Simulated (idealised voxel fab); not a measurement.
Proc. module: voxel spacer lines
Shown is cross-section cut, with a width of 235 nm and square cells of size 5 nm.
Bands, listed from the top down, are how a cross-section gets written in this document; the cross-section itself is a grid of square cells, and a band is one or more rows of them. In this notation a band is specified by the heights of its top and bottom, in that order and in nm, after which its materials appear from left to right, each paired with its width in nm. The word "all across" attached to a single material means that material fills the band from edge to edge; the word "air" stands for empty space. Zero point of the height axis is 0; under it, received wafer = one material. Lowest band: continues down indefinitely, "0 -> down". Width "30 to 40": first value at the band's top row of cells, second value at its bottom row, equal change from row to row. "everything unchanged" after a step means that no cell of the cross-section changed. The list in "Sealed-off cavities" covers empty spaces of 8 cells or more that cannot reach the top through any open way, and it gives each as width x height at distance; the distance is from the left edge, and width, height and distance are in nm. What comes after the settings on a step's line is commentary from the simulator itself on that step. When a step includes a mask, the "overlay nm" setting on its line states how far to the right of its planned place that mask lay, and negative values state how far to the left.

Intended process steps
| 1 | RECEIVE [material Si] |
| 2 | CONFORMAL_DEP [material Al2O3] [thk nm 5] |
| 3 | DIRECTIONAL_DEP [material W] [thk nm 20] |
| 4 | DIRECTIONAL_DEP [material polySi] [thk nm 30] |
| 5 | PATTERN [tone cover] [mask id MANDREL] [material resist] [width nm 20] [pitch nm 60] [thk nm 35] [overlay nm 0] |
| 6 | DIRECTIONAL_ETCH [etch materials polySi] [depth nm 30] |
| 7 | STRIP [etch materials resist] |
| 8 | CONFORMAL_DEP [material SiO2] [thk nm 10] |
| 9 | DIRECTIONAL_ETCH [etch materials SiO2] [depth nm 10] |
| 10 | STRIP [etch materials polySi] |
| 11 | DIRECTIONAL_ETCH [etch materials W] [depth nm 20] |
| 12 | STRIP [etch materials SiO2] |
| 13 | FILL_DEP [material SiO2] [thk nm 5] |
| 14 | CMP [height nm 25] |

This is the cross-section of the wafer as we received it, i.e. after step 1
    0 -> down: Si all across
    Sealed-off cavities: none

Starting wafer: above. Plan: above. Run: one mistake. Cross-section after the module: below
    25 -> 5: SiO2=60  W=10  SiO2=30  W=10  SiO2=10  W=10  SiO2=30  W=10  SiO2=65
    5 -> 0: Al2O3 all across
    0 -> down: Si all across
    Sealed-off cavities: none
Against the plan, the run slipped here: step 5 did not use the planned setting and instead ran as PATTERN [tone cover] [mask id MANDREL] [material resist] [width nm 30] [pitch nm 60] [thk nm 35] [overlay nm 0]
